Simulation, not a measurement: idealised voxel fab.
process module | voxel transistor to metal
cross-section cut | 195 nm wide | cells 5 nm
A cross-section is a grid of square cells, given in bands from the top down. A band is one or more rows of cells.
Each band's line starts with the height of the band's top and of its bottom, in nm. Then come its materials from left to right, each with its width in nm. One material with "throughout" fills the band from edge to edge. "air" is empty space.
Height 0 is the level under which the wafer as received is all one material. The lowest band goes on downwards, as in "0 down".
A width such as "30 to 40" changes by the same amount from each row of cells to the next, from the band's top row to its bottom row.
"no change" after a step means that no cell of the cross-section changed.
closed voids: empty space of 8 cells or more with no open way to the top, each as width x height at its distance from the left edge, in nm
after a step's settings: what the simulator itself notes on the step
overlay nm, on a step with a mask: how far to the right of its planned place the mask lay; to the left if negative
plan
1 op RECEIVE | material Si
2 op OXIDIZE | depth nm 5
3 op CONFORMAL_DEP | material SiN | thk nm 10
4 op MASKED_ETCH | tone cover | mask id ACTIVE | width nm 115 | etch materials SiN | depth nm 10 | overlay nm 0
5 op MASKED_ETCH | tone cover | mask id ACTIVE | width nm 115 | etch materials SiO2 | depth nm 5 | overlay nm 0
6 op MASKED_ETCH | tone cover | mask id ACTIVE | width nm 115 | etch materials Si | depth nm 30 | overlay nm 0
7 op FILL_DEP | material SiO2 | thk nm 15
8 op CMP | height nm 10
9 op SELECTIVE_ETCH | etch materials SiO2 | depth nm 10
10 op STRIP | etch materials SiN
11 op SELECTIVE_ETCH | etch materials SiO2 | depth nm 5
12 op OXIDIZE | depth nm 5
13 op DIRECTIONAL_DEP | material polySi | thk nm 25
14 op DIRECTIONAL_DEP | material SiCN | thk nm 15
15 op PATTERN | tone cover | mask id GATE | material resist | width nm 35 | thk nm 15 | overlay nm 0
16 op DIRECTIONAL_ETCH | etch materials SiCN | depth nm 25
17 op DIRECTIONAL_ETCH | etch materials polySi | depth nm 35
18 op STRIP | etch materials resist
19 op CONFORMAL_DEP | material SiN | thk nm 10
20 op DIRECTIONAL_ETCH | etch materials SiN | depth nm 10
21 op DIRECTIONAL_ETCH | etch materials SiO2 | depth nm 5
22 op EPI | material SiGe | thk nm 5
23 op FILL_DEP | material SiO2 | thk nm 5
24 op CMP | height nm 20
25 op STRIP | etch materials polySi
26 op SELECTIVE_ETCH | etch materials SiO2 | depth nm 5
27 op CONFORMAL_DEP | material HfO2 | thk nm 5
28 op CONFORMAL_DEP | material TiN | thk nm 5
29 op FILL_DEP | material W | thk nm 10
30 op CMP | height nm 15
31 op DIRECTIONAL_DEP | material SiO2 | thk nm 10
32 op MASKED_ETCH | tone open | mask id CONTACT | width nm 15 | pitch nm 80 | etch materials SiO2 | depth nm 30 | overlay nm 0
33 op CONFORMAL_DEP | material TiN | thk nm 5
34 op FILL_DEP | material W | thk nm 10
35 op CMP | height nm 25
36 op CONFORMAL_DEP | material SiCN | thk nm 5
37 op DIRECTIONAL_DEP | material SiO2 | thk nm 15
38 op MASKED_ETCH | tone open | mask id METAL_1 | width nm 15 | pitch nm 80 | etch materials SiO2 | depth nm 15 | overlay nm 0
39 op MASKED_ETCH | tone open | mask id METAL_1 | width nm 15 | pitch nm 80 | etch materials SiCN | depth nm 5 | overlay nm 0
40 op CONFORMAL_DEP | material TiN | thk nm 5
41 op FILL_DEP | material W | thk nm 10
42 op CMP | height nm 45
43 op CONFORMAL_DEP | material SiCN | thk nm 5
44 op DIRECTIONAL_DEP | material SiO2 | thk nm 35
45 op MASKED_ETCH | tone open | mask id METAL_2 | width nm 15 | pitch nm 80 | etch materials SiO2 | depth nm 20 | overlay nm 0
46 op DIRECTIONAL_DEP | material aC | thk nm 15
47 op PATTERN | tone open | mask id METAL_2_HOLES | material resist | width nm 15 | pitch nm 80 | thk nm 30 | overlay nm 0
48 op DIRECTIONAL_ETCH | etch materials aC | depth nm 15
49 op STRIP | etch materials resist
50 op DIRECTIONAL_ETCH | etch materials SiO2 | depth nm 15
51 op DIRECTIONAL_ETCH | etch materials SiCN | depth nm 5
52 op STRIP | etch materials aC
53 op CONFORMAL_DEP | material TiN | thk nm 5
54 op FILL_DEP | material Ru | thk nm 10
55 op CMP | height nm 85
56 op CONFORMAL_DEP | material SiN | thk nm 5
first wafer, as planned
as received, after step 1
  0 down: Si throughout
  closed voids: none
after step 2
  0 to -5: SiO2 throughout
  below -5: unchanged
after step 3
  10 to 0: SiN throughout
  below 0: unchanged
after step 4
  10 to 0: air 40 | SiN 115 | air 40
  below 0: unchanged
after step 5
  10 to 0: air 40 | SiN 115 | air 40
  0 to -5: air 40 | SiO2 115 | air 40
  below -5: unchanged
after step 6
  10 to 0: air 40 | SiN 115 | air 40
  0 to -5: air 40 | SiO2 115 | air 40
  -5 to -35: air 40 | Si 115 | air 40
  below -35: unchanged
after step 7
  25 to 10: SiO2 throughout
  10 to 0: SiO2 40 | SiN 115 | SiO2 40
  0 to -5: SiO2 throughout
  -5 to -35: SiO2 40 | Si 115 | SiO2 40
  below -35: unchanged
after step 8
  10 to 0: SiO2 40 | SiN 115 | SiO2 40
  below 0: unchanged
after step 9
  10 to 0: air 40 | SiN 115 | air 40
  below 0: unchanged
after step 10
  0 to -5: SiO2 throughout
  below -5: unchanged
after step 11
  -5 to -35: SiO2 40 | Si 115 | SiO2 40
  below -35: unchanged
after step 12
  -5 to -10: SiO2 throughout
  below -10: unchanged
after step 13
  20 to -5: polySi throughout
  below -5: unchanged
after step 14
  35 to 20: SiCN throughout
  below 20: unchanged
after step 15
  50 to 35: air 80 | resist 35 | air 80
  below 35: unchanged
after step 16
  50 to 35: air 80 | resist 35 | air 80
  35 to 20: air 80 | SiCN 35 | air 80
  below 20: unchanged
after step 17
  50 to 35: air 80 | resist 35 | air 80
  35 to 20: air 80 | SiCN 35 | air 80
  20 to -5: air 80 | polySi 35 | air 80
  below -5: unchanged
after step 18
  35 to 20: air 80 | SiCN 35 | air 80
  below 20: unchanged
after step 19
  45 to 35: air 70 | SiN 55 | air 70
  35 to 20: air 70 | SiN 10 | SiCN 35 | SiN 10 | air 70
  20 to 5: air 70 | SiN 10 | polySi 35 | SiN 10 | air 70
  5 to -5: SiN 80 | polySi 35 | SiN 80
  below -5: unchanged
after step 20
  35 to 20: air 70 | SiN 10 | SiCN 35 | SiN 10 | air 70
  20 to -5: air 70 | SiN 10 | polySi 35 | SiN 10 | air 70
  below -5: unchanged
after step 21
  35 to 20: air 70 | SiN 10 | SiCN 35 | SiN 10 | air 70
  20 to -5: air 70 | SiN 10 | polySi 35 | SiN 10 | air 70
  -5 to -10: air 70 | SiO2 55 | air 70
  below -10: unchanged
after step 22
  35 to 20: air 70 | SiN 10 | SiCN 35 | SiN 10 | air 70
  20 to -5: air 70 | SiN 10 | polySi 35 | SiN 10 | air 70
  -5 to -10: air 35 | SiGe 35 | SiO2 55 | SiGe 35 | air 35
  below -10: unchanged
after step 23
  40 to 35: SiO2 throughout
  35 to 20: SiO2 70 | SiN 10 | SiCN 35 | SiN 10 | SiO2 70
  20 to -5: SiO2 70 | SiN 10 | polySi 35 | SiN 10 | SiO2 70
  -5 to -10: SiO2 35 | SiGe 35 | SiO2 55 | SiGe 35 | SiO2 35
  below -10: unchanged
after step 24
  20 to -5: SiO2 70 | SiN 10 | polySi 35 | SiN 10 | SiO2 70
  below -5: unchanged
after step 25
  20 to -5: SiO2 70 | SiN 10 | air 35 | SiN 10 | SiO2 70
  below -5: unchanged
after step 26
  20 to 15: air 70 | SiN 10 | air 35 | SiN 10 | air 70
  15 to -5: SiO2 70 | SiN 10 | air 35 | SiN 10 | SiO2 70
  -5 to -10: SiO2 35 | SiGe 35 | SiO2 5 | air 45 | SiO2 5 | SiGe 35 | SiO2 35
  below -10: unchanged
after step 27
  25 to 20: air 65 | HfO2 20 | air 25 | HfO2 20 | air 65
  20 to 15: HfO2 70 | SiN 10 | HfO2 5 | air 25 | HfO2 5 | SiN 10 | HfO2 70
  15 to -5: SiO2 70 | SiN 10 | HfO2 5 | air 25 | HfO2 5 | SiN 10 | SiO2 70
  -5 to -10: SiO2 35 | SiGe 35 | SiO2 5 | HfO2 45 | SiO2 5 | SiGe 35 | SiO2 35
  below -10: unchanged
after step 28
  30 to 25: air 60 | TiN 30 | air 15 | TiN 30 | air 60
  25 to 20: TiN 65 | HfO2 20 | TiN 5 | air 15 | TiN 5 | HfO2 20 | TiN 65
  20 to 15: HfO2 70 | SiN 10 | HfO2 5 | TiN 5 | air 15 | TiN 5 | HfO2 5 | SiN 10 | HfO2 70
  15 to 0: SiO2 70 | SiN 10 | HfO2 5 | TiN 5 | air 15 | TiN 5 | HfO2 5 | SiN 10 | SiO2 70
  0 to -5: SiO2 70 | SiN 10 | HfO2 5 | TiN 25 | HfO2 5 | SiN 10 | SiO2 70
  below -5: unchanged
after step 29
  40 to 30: W throughout
  30 to 25: W 60 | TiN 30 | W 15 | TiN 30 | W 60
  25 to 20: TiN 65 | HfO2 20 | TiN 5 | W 15 | TiN 5 | HfO2 20 | TiN 65
  20 to 15: HfO2 70 | SiN 10 | HfO2 5 | TiN 5 | W 15 | TiN 5 | HfO2 5 | SiN 10 | HfO2 70
  15 to 0: SiO2 70 | SiN 10 | HfO2 5 | TiN 5 | W 15 | TiN 5 | HfO2 5 | SiN 10 | SiO2 70
  below 0: unchanged
after step 30
  15 to 0: SiO2 70 | SiN 10 | HfO2 5 | TiN 5 | W 15 | TiN 5 | HfO2 5 | SiN 10 | SiO2 70
  below 0: unchanged
after step 31
  25 to 15: SiO2 throughout
  below 15: unchanged
after step 32
  25 to 15: SiO2 50 | air 15 | SiO2 65 | air 15 | SiO2 50
  15 to 0: SiO2 50 | air 15 | SiO2 5 | SiN 10 | HfO2 5 | TiN 5 | W 15 | TiN 5 | HfO2 5 | SiN 10 | SiO2 5 | air 15 | SiO2 50
  0 to -5: SiO2 50 | air 15 | SiO2 5 | SiN 10 | HfO2 5 | TiN 25 | HfO2 5 | SiN 10 | SiO2 5 | air 15 | SiO2 50
  below -5: unchanged
after step 33
  30 to 25: TiN 55 | air 5 | TiN 75 | air 5 | TiN 55
  25 to 15: SiO2 50 | TiN 5 | air 5 | TiN 5 | SiO2 65 | TiN 5 | air 5 | TiN 5 | SiO2 50
  15 to 0: SiO2 50 | TiN 5 | air 5 | TiN 5 | SiO2 5 | SiN 10 | HfO2 5 | TiN 5 | W 15 | TiN 5 | HfO2 5 | SiN 10 | SiO2 5 | TiN 5 | air 5 | TiN 5 | SiO2 50
  0 to -5: SiO2 50 | TiN 15 | SiO2 5 | SiN 10 | HfO2 5 | TiN 25 | HfO2 5 | SiN 10 | SiO2 5 | TiN 15 | SiO2 50
  below -5: unchanged
after step 34
  40 to 30: W throughout
  30 to 25: TiN 55 | W 5 | TiN 75 | W 5 | TiN 55
  25 to 15: SiO2 50 | TiN 5 | W 5 | TiN 5 | SiO2 65 | TiN 5 | W 5 | TiN 5 | SiO2 50
  15 to 0: SiO2 50 | TiN 5 | W 5 | TiN 5 | SiO2 5 | SiN 10 | HfO2 5 | TiN 5 | W 15 | TiN 5 | HfO2 5 | SiN 10 | SiO2 5 | TiN 5 | W 5 | TiN 5 | SiO2 50
  below 0: unchanged
after step 35
  25 to 15: SiO2 50 | TiN 5 | W 5 | TiN 5 | SiO2 65 | TiN 5 | W 5 | TiN 5 | SiO2 50
  below 15: unchanged
after step 36
  30 to 25: SiCN throughout
  below 25: unchanged
after step 37
  45 to 30: SiO2 throughout
  below 30: unchanged
after step 38
  45 to 30: SiO2 50 | air 15 | SiO2 65 | air 15 | SiO2 50
  below 30: unchanged
after step 39
  45 to 30: SiO2 50 | air 15 | SiO2 65 | air 15 | SiO2 50
  30 to 25: SiCN 50 | air 15 | SiCN 65 | air 15 | SiCN 50
  below 25: unchanged
after step 40
  50 to 45: TiN 55 | air 5 | TiN 75 | air 5 | TiN 55
  45 to 30: SiO2 50 | TiN 5 | air 5 | TiN 5 | SiO2 65 | TiN 5 | air 5 | TiN 5 | SiO2 50
  30 to 25: SiCN 50 | TiN 15 | SiCN 65 | TiN 15 | SiCN 50
  below 25: unchanged
after step 41
  60 to 50: W throughout
  50 to 45: TiN 55 | W 5 | TiN 75 | W 5 | TiN 55
  45 to 30: SiO2 50 | TiN 5 | W 5 | TiN 5 | SiO2 65 | TiN 5 | W 5 | TiN 5 | SiO2 50
  below 30: unchanged
after step 42
  45 to 30: SiO2 50 | TiN 5 | W 5 | TiN 5 | SiO2 65 | TiN 5 | W 5 | TiN 5 | SiO2 50
  below 30: unchanged
after step 43
  50 to 45: SiCN throughout
  below 45: unchanged
after step 44
  85 to 50: SiO2 throughout
  below 50: unchanged
after step 45
  85 to 65: SiO2 50 | air 15 | SiO2 65 | air 15 | SiO2 50
  below 65: unchanged
after step 46
  100 to 85: aC 50 | air 15 | aC 65 | air 15 | aC 50
  85 to 80: SiO2 50 | air 15 | SiO2 65 | air 15 | SiO2 50
  80 to 65: SiO2 50 | aC 15 | SiO2 65 | aC 15 | SiO2 50
  below 65: unchanged
after step 47
  130 to 100: resist 50 | air 15 | resist 65 | air 15 | resist 50
  below 100: unchanged
after step 48
  115 to 100: resist 50 | air 15 | resist 65 | air 15 | resist 50
  100 to 85: aC 50 | air 15 | aC 65 | air 15 | aC 50
  85 to 65: SiO2 50 | air 15 | SiO2 65 | air 15 | SiO2 50
  below 65: unchanged
after step 49
  100 to 85: aC 50 | air 15 | aC 65 | air 15 | aC 50
  below 85: unchanged
after step 50
  100 to 85: aC 50 | air 15 | aC 65 | air 15 | aC 50
  85 to 50: SiO2 50 | air 15 | SiO2 65 | air 15 | SiO2 50
  below 50: unchanged
after step 51
  100 to 85: aC 50 | air 15 | aC 65 | air 15 | aC 50
  85 to 50: SiO2 50 | air 15 | SiO2 65 | air 15 | SiO2 50
  50 to 45: SiCN 50 | air 15 | SiCN 65 | air 15 | SiCN 50
  below 45: unchanged
after step 52
  85 to 50: SiO2 50 | air 15 | SiO2 65 | air 15 | SiO2 50
  below 50: unchanged
after step 53
  90 to 85: TiN 55 | air 5 | TiN 75 | air 5 | TiN 55
  85 to 50: SiO2 50 | TiN 5 | air 5 | TiN 5 | SiO2 65 | TiN 5 | air 5 | TiN 5 | SiO2 50
  50 to 45: SiCN 50 | TiN 15 | SiCN 65 | TiN 15 | SiCN 50
  below 45: unchanged
after step 54
  100 to 90: Ru throughout
  90 to 85: TiN 55 | Ru 5 | TiN 75 | Ru 5 | TiN 55
  85 to 50: SiO2 50 | TiN 5 | Ru 5 | TiN 5 | SiO2 65 | TiN 5 | Ru 5 | TiN 5 | SiO2 50
  below 50: unchanged
after step 55
  85 to 50: SiO2 50 | TiN 5 | Ru 5 | TiN 5 | SiO2 65 | TiN 5 | Ru 5 | TiN 5 | SiO2 50
  below 50: unchanged
after step 56
  90 to 85: SiN throughout
  below 85: unchanged
second wafer: like start, like plan, one mistake. Through step 9 it matches the first wafer
when step 10 should have ended
  10 to 0: air 40 | SiN 115 | air 40
  0 to -5: air 45 | SiO2 105 | air 45
  below -5: unchanged
when step 11 should have ended
  0 to -5: air 45 | SiO2 105 | air 45
  below -5: unchanged
when step 12 should have ended
  0 to -5: air 45 | SiO2 105 | air 45
  -5 to -10: SiO2 50 | Si 95 | SiO2 50
  below -10: unchanged
when step 13 should have ended
  25 to 20: air 45 | polySi 105 | air 45
  20 to 0: polySi throughout
  0 to -5: polySi 45 | SiO2 105 | polySi 45
  below -5: unchanged
when step 14 should have ended
  40 to 35: air 45 | SiCN 105 | air 45
  35 to 25: SiCN throughout
  25 to 20: SiCN 45 | polySi 105 | SiCN 45
  below 20: unchanged
when step 15 should have ended
  55 to 40: air 80 | resist 35 | air 80
  below 40: unchanged
when step 16 should have ended
  55 to 40: air 80 | resist 35 | air 80
  40 to 25: air 80 | SiCN 35 | air 80
  25 to 20: air 45 | polySi 105 | air 45
  below 20: unchanged
when step 17 should have ended
  55 to 40: air 80 | resist 35 | air 80
  40 to 25: air 80 | SiCN 35 | air 80
  25 to 0: air 80 | polySi 35 | air 80
  0 to -5: air 45 | SiO2 105 | air 45
  below -5: unchanged
when step 18 should have ended
  40 to 25: air 80 | SiCN 35 | air 80
  below 25: unchanged
when step 19 should have ended
  50 to 40: air 70 | SiN 55 | air 70
  40 to 25: air 70 | SiN 10 | SiCN 35 | SiN 10 | air 70
  25 to 10: air 70 | SiN 10 | polySi 35 | SiN 10 | air 70
  10 to 5: air 35 | SiN 45 | polySi 35 | SiN 45 | air 35
  5 to 0: SiN 80 | polySi 35 | SiN 80
  0 to -5: SiN 45 | SiO2 105 | SiN 45
  below -5: unchanged
when step 20 should have ended
  40 to 25: air 70 | SiN 10 | SiCN 35 | SiN 10 | air 70
  25 to 0: air 70 | SiN 10 | polySi 35 | SiN 10 | air 70
  0 to -5: air 35 | SiN 10 | SiO2 105 | SiN 10 | air 35
  below -5: unchanged
when step 21 should have ended
  40 to 25: air 70 | SiN 10 | SiCN 35 | SiN 10 | air 70
  25 to 0: air 70 | SiN 10 | polySi 35 | SiN 10 | air 70
  0 to -5: air 35 | SiN 10 | air 25 | SiO2 55 | air 25 | SiN 10 | air 35
  -5 to -10: air 35 | SiO2 15 | Si 95 | SiO2 15 | air 35
  below -10: unchanged
when step 22 should have ended
  40 to 25: air 70 | SiN 10 | SiCN 35 | SiN 10 | air 70
  25 to 0: air 70 | SiN 10 | polySi 35 | SiN 10 | air 70
  0 to -5: air 35 | SiN 10 | SiGe 25 | SiO2 55 | SiGe 25 | SiN 10 | air 35
  below -5: unchanged
when step 23 should have ended
  45 to 40: SiO2 throughout
  40 to 25: SiO2 70 | SiN 10 | SiCN 35 | SiN 10 | SiO2 70
  25 to 0: SiO2 70 | SiN 10 | polySi 35 | SiN 10 | SiO2 70
  0 to -5: SiO2 35 | SiN 10 | SiGe 25 | SiO2 55 | SiGe 25 | SiN 10 | SiO2 35
  -5 to -10: SiO2 50 | Si 95 | SiO2 50
  below -10: unchanged
when step 24 should have ended
  20 to 0: SiO2 70 | SiN 10 | polySi 35 | SiN 10 | SiO2 70
  below 0: unchanged
when step 25 should have ended
  20 to 0: SiO2 70 | SiN 10 | air 35 | SiN 10 | SiO2 70
  below 0: unchanged
when step 26 should have ended
  20 to 15: air 70 | SiN 10 | air 35 | SiN 10 | air 70
  15 to 0: SiO2 70 | SiN 10 | air 35 | SiN 10 | SiO2 70
  0 to -5: SiO2 35 | SiN 10 | SiGe 25 | SiO2 5 | air 45 | SiO2 5 | SiGe 25 | SiN 10 | SiO2 35
  below -5: unchanged
when step 27 should have ended
  25 to 20: air 65 | HfO2 20 | air 25 | HfO2 20 | air 65
  20 to 15: HfO2 70 | SiN 10 | HfO2 5 | air 25 | HfO2 5 | SiN 10 | HfO2 70
  15 to 0: SiO2 70 | SiN 10 | HfO2 5 | air 25 | HfO2 5 | SiN 10 | SiO2 70
  0 to -5: SiO2 35 | SiN 10 | SiGe 25 | SiO2 5 | HfO2 45 | SiO2 5 | SiGe 25 | SiN 10 | SiO2 35
  below -5: unchanged
when step 28 should have ended
  30 to 25: air 60 | TiN 30 | air 15 | TiN 30 | air 60
  25 to 20: TiN 65 | HfO2 20 | TiN 5 | air 15 | TiN 5 | HfO2 20 | TiN 65
  20 to 15: HfO2 70 | SiN 10 | HfO2 5 | TiN 5 | air 15 | TiN 5 | HfO2 5 | SiN 10 | HfO2 70
  15 to 5: SiO2 70 | SiN 10 | HfO2 5 | TiN 5 | air 15 | TiN 5 | HfO2 5 | SiN 10 | SiO2 70
  5 to 0: SiO2 70 | SiN 10 | HfO2 5 | TiN 25 | HfO2 5 | SiN 10 | SiO2 70
  below 0: unchanged
when step 29 should have ended
  40 to 30: W throughout
  30 to 25: W 60 | TiN 30 | W 15 | TiN 30 | W 60
  25 to 20: TiN 65 | HfO2 20 | TiN 5 | W 15 | TiN 5 | HfO2 20 | TiN 65
  20 to 15: HfO2 70 | SiN 10 | HfO2 5 | TiN 5 | W 15 | TiN 5 | HfO2 5 | SiN 10 | HfO2 70
  15 to 5: SiO2 70 | SiN 10 | HfO2 5 | TiN 5 | W 15 | TiN 5 | HfO2 5 | SiN 10 | SiO2 70
  below 5: unchanged
when step 30 should have ended
  15 to 5: SiO2 70 | SiN 10 | HfO2 5 | TiN 5 | W 15 | TiN 5 | HfO2 5 | SiN 10 | SiO2 70
  below 5: unchanged
when step 31 should have ended
  25 to 15: SiO2 throughout
  below 15: unchanged
when step 32 should have ended
  25 to 15: SiO2 50 | air 15 | SiO2 65 | air 15 | SiO2 50
  15 to 5: SiO2 50 | air 15 | SiO2 5 | SiN 10 | HfO2 5 | TiN 5 | W 15 | TiN 5 | HfO2 5 | SiN 10 | SiO2 5 | air 15 | SiO2 50
  5 to 0: SiO2 50 | air 15 | SiO2 5 | SiN 10 | HfO2 5 | TiN 25 | HfO2 5 | SiN 10 | SiO2 5 | air 15 | SiO2 50
  below 0: unchanged
when step 33 should have ended
  30 to 25: TiN 55 | air 5 | TiN 75 | air 5 | TiN 55
  25 to 15: SiO2 50 | TiN 5 | air 5 | TiN 5 | SiO2 65 | TiN 5 | air 5 | TiN 5 | SiO2 50
  15 to 5: SiO2 50 | TiN 5 | air 5 | TiN 5 | SiO2 5 | SiN 10 | HfO2 5 | TiN 5 | W 15 | TiN 5 | HfO2 5 | SiN 10 | SiO2 5 | TiN 5 | air 5 | TiN 5 | SiO2 50
  5 to 0: SiO2 50 | TiN 15 | SiO2 5 | SiN 10 | HfO2 5 | TiN 25 | HfO2 5 | SiN 10 | SiO2 5 | TiN 15 | SiO2 50
  below 0: unchanged
when step 34 should have ended
  40 to 30: W throughout
  30 to 25: TiN 55 | W 5 | TiN 75 | W 5 | TiN 55
  25 to 15: SiO2 50 | TiN 5 | W 5 | TiN 5 | SiO2 65 | TiN 5 | W 5 | TiN 5 | SiO2 50
  15 to 5: SiO2 50 | TiN 5 | W 5 | TiN 5 | SiO2 5 | SiN 10 | HfO2 5 | TiN 5 | W 15 | TiN 5 | HfO2 5 | SiN 10 | SiO2 5 | TiN 5 | W 5 | TiN 5 | SiO2 50
  below 5: unchanged
when step 35 should have ended
  25 to 15: SiO2 50 | TiN 5 | W 5 | TiN 5 | SiO2 65 | TiN 5 | W 5 | TiN 5 | SiO2 50
  below 15: unchanged
when step 36 should have ended
  30 to 25: SiCN throughout
  below 25: unchanged
when step 37 should have ended
  45 to 30: SiO2 throughout
  below 30: unchanged
when step 38 should have ended
  45 to 30: SiO2 50 | air 15 | SiO2 65 | air 15 | SiO2 50
  below 30: unchanged
when step 39 should have ended
  45 to 30: SiO2 50 | air 15 | SiO2 65 | air 15 | SiO2 50
  30 to 25: SiCN 50 | air 15 | SiCN 65 | air 15 | SiCN 50
  below 25: unchanged
when step 40 should have ended
  50 to 45: TiN 55 | air 5 | TiN 75 | air 5 | TiN 55
  45 to 30: SiO2 50 | TiN 5 | air 5 | TiN 5 | SiO2 65 | TiN 5 | air 5 | TiN 5 | SiO2 50
  30 to 25: SiCN 50 | TiN 15 | SiCN 65 | TiN 15 | SiCN 50
  below 25: unchanged
when step 41 should have ended
  60 to 50: W throughout
  50 to 45: TiN 55 | W 5 | TiN 75 | W 5 | TiN 55
  45 to 30: SiO2 50 | TiN 5 | W 5 | TiN 5 | SiO2 65 | TiN 5 | W 5 | TiN 5 | SiO2 50
  below 30: unchanged
when step 42 should have ended
  45 to 30: SiO2 50 | TiN 5 | W 5 | TiN 5 | SiO2 65 | TiN 5 | W 5 | TiN 5 | SiO2 50
  below 30: unchanged
when step 43 should have ended
  50 to 45: SiCN throughout
  below 45: unchanged
when step 44 should have ended
  85 to 50: SiO2 throughout
  below 50: unchanged
when step 45 should have ended
  85 to 65: SiO2 50 | air 15 | SiO2 65 | air 15 | SiO2 50
  below 65: unchanged
when step 46 should have ended
  100 to 85: aC 50 | air 15 | aC 65 | air 15 | aC 50
  85 to 80: SiO2 50 | air 15 | SiO2 65 | air 15 | SiO2 50
  80 to 65: SiO2 50 | aC 15 | SiO2 65 | aC 15 | SiO2 50
  below 65: unchanged
when step 47 should have ended
  130 to 100: resist 50 | air 15 | resist 65 | air 15 | resist 50
  below 100: unchanged
when step 48 should have ended
  115 to 100: resist 50 | air 15 | resist 65 | air 15 | resist 50
  100 to 85: aC 50 | air 15 | aC 65 | air 15 | aC 50
  85 to 65: SiO2 50 | air 15 | SiO2 65 | air 15 | SiO2 50
  below 65: unchanged
when step 49 should have ended
  100 to 85: aC 50 | air 15 | aC 65 | air 15 | aC 50
  below 85: unchanged
when step 50 should have ended
  100 to 85: aC 50 | air 15 | aC 65 | air 15 | aC 50
  85 to 50: SiO2 50 | air 15 | SiO2 65 | air 15 | SiO2 50
  below 50: unchanged
when step 51 should have ended
  100 to 85: aC 50 | air 15 | aC 65 | air 15 | aC 50
  85 to 50: SiO2 50 | air 15 | SiO2 65 | air 15 | SiO2 50
  50 to 45: SiCN 50 | air 15 | SiCN 65 | air 15 | SiCN 50
  below 45: unchanged
when step 52 should have ended
  85 to 50: SiO2 50 | air 15 | SiO2 65 | air 15 | SiO2 50
  below 50: unchanged
when step 53 should have ended
  90 to 85: TiN 55 | air 5 | TiN 75 | air 5 | TiN 55
  85 to 50: SiO2 50 | TiN 5 | air 5 | TiN 5 | SiO2 65 | TiN 5 | air 5 | TiN 5 | SiO2 50
  50 to 45: SiCN 50 | TiN 15 | SiCN 65 | TiN 15 | SiCN 50
  below 45: unchanged
when step 54 should have ended
  100 to 90: Ru throughout
  90 to 85: TiN 55 | Ru 5 | TiN 75 | Ru 5 | TiN 55
  85 to 50: SiO2 50 | TiN 5 | Ru 5 | TiN 5 | SiO2 65 | TiN 5 | Ru 5 | TiN 5 | SiO2 50
  below 50: unchanged
when step 55 should have ended
  85 to 50: SiO2 50 | TiN 5 | Ru 5 | TiN 5 | SiO2 65 | TiN 5 | Ru 5 | TiN 5 | SiO2 50
  below 50: unchanged
when step 56 should have ended
  90 to 85: SiN throughout
  below 85: unchanged
what went wrong: steps 10 and 11 were swapped
at the end the second wafer has, in cells: 2 fewer of HfO2 | 19 more of Si | 4 fewer of SiGe | 2 fewer of SiO2 | 6 fewer of TiN | 5 fewer of W
